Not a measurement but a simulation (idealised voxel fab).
process module | voxel self aligned contacts
cross-section cut | 255 nm wide | cells 5 nm
Each cross-section below is a grid of square cells, stated as bands in top-down order, with one or more rows of cells making up each band. Per band: top height and bottom height in nm, followed by the left-to-right materials and their widths in nm; "everywhere" marks a single material spanning edge to edge, "blank" marks empty space. Basically, 0 is our baseline, since under it the wafer straight out of the box is all one material. The bottom band has no lower end and keeps on going down, so it looks like "z 0 and below". So if you see something like "30..40" for the width, read it as the top row of the band sitting at the first number and the bottom row at the second, with every row in between moving by the same amount as the last. You'll sometimes find "no alterations made" written for a step, and that's the way of saying that nowhere in the cross-section did a cell change during that step. Any empty space of 8 cells or more lacking an open way to the top shows up in "Enclosed void list" as width x height at distance, distance from the left edge, in nm. Read whatever lies past the settings on a step's line as the simulator's own remark about the step. On any step carrying a mask, the "overlay nm" setting, if present on the step's line, tells how far right of its planned place the mask lay; negative values point to the left.
# Set out below are the planned steps of the process
- 1: RECEIVE (material Si)
- 2: CONFORMAL_DEP (material SiO2; thk nm 5)
- 3: DIRECTIONAL_DEP (material polySi; thk nm 25)
- 4: DIRECTIONAL_DEP (material SiN; thk nm 25)
- 5: MASKED_ETCH (tone cover; mask id GATE; width nm 30; pitch nm 70; etch materials SiN; depth nm 25; overlay nm 0)
- 6: MASKED_ETCH (tone cover; mask id GATE; width nm 30; pitch nm 70; etch materials polySi; depth nm 25; overlay nm 0)
- 7: CONFORMAL_DEP (material SiN; thk nm 10)
- 8: DIRECTIONAL_ETCH (etch materials SiN; depth nm 10)
- 9: FILL_DEP (material SiO2; thk nm 10)
- 10: CMP (height nm 60)
- 11: DIRECTIONAL_DEP (material aC; thk nm 15)
- 12: PATTERN (tone open; mask id CONTACT; material resist; width nm 50; thk nm 30; overlay nm 0)
- 13: DIRECTIONAL_ETCH (etch materials aC; depth nm 15)
- 14: STRIP (etch materials resist)
- 15: DIRECTIONAL_ETCH (etch materials SiO2; depth nm 60)
- 16: STRIP (etch materials aC)
- 17: CONFORMAL_DEP (material TiN; thk nm 5)
- 18: FILL_DEP (material Ru; thk nm 5)
- 19: CMP (height nm 60)
- 20: CONFORMAL_DEP (material SiCN; thk nm 5)
# Here's what the wafer looked like in cross-section when it arrived - that's after step 1
> z 0 and below = Si everywhere
> Enclosed void list: none
# Post-module cross-section of the first of two wafers (run per plan)
> z 65 to 60 = SiCN everywhere
> z 60 to 55 = SiO2=100, TiN=20, Ru=10, TiN=20, SiO2=105
> z 55 to 30 = SiO2=65, SiN=50, TiN=5, Ru=10, TiN=5, SiN=50, SiO2=70
> z 30 to 5 = SiO2=65, SiN=10, polySi=30, SiN=10, TiN=5, Ru=10, TiN=5, SiN=10, polySi=30, SiN=10, SiO2=70
> z 5 to 0 = SiO2=115, TiN=20, SiO2=120
> z 0 and below = Si everywhere
> Enclosed void list: none
# This is the second of the two wafers, cross-sectioned at the end of the module; it started exactly like the first and was given the same plan, but it was run with one mistake
> z 65 to 60 = SiCN everywhere
> z 60 to 55 = SiO2=100, TiN=20, Ru=10, TiN=20, SiO2=105
> z 55 to 30 = SiO2=65, SiN=50, TiN=5, Ru=10, TiN=5, SiN=50, SiO2=70
> z 30 to 10 = SiO2=65, SiN=10, polySi=30, SiN=10, TiN=5, Ru=10, TiN=5, SiN=10, polySi=30, SiN=10, SiO2=70
> z 10 to 5 = SiO2=65, SiN=10, polySi=30, SiN=10, TiN=20, SiN=10, polySi=30, SiN=10, SiO2=70
> z 5 to 0 = SiN everywhere
> z 0 and below = Si everywhere
> Enclosed void list: none
Run error: contrary to plan, step 2 was performed as CONFORMAL_DEP (material SiN; thk nm 5)
The final cell counts differ between the wafers, with the second having more or fewer of some materials than the first: Ru: 2 fewer; SiN: 51 more; SiO2: 47 fewer; TiN: 2 fewer
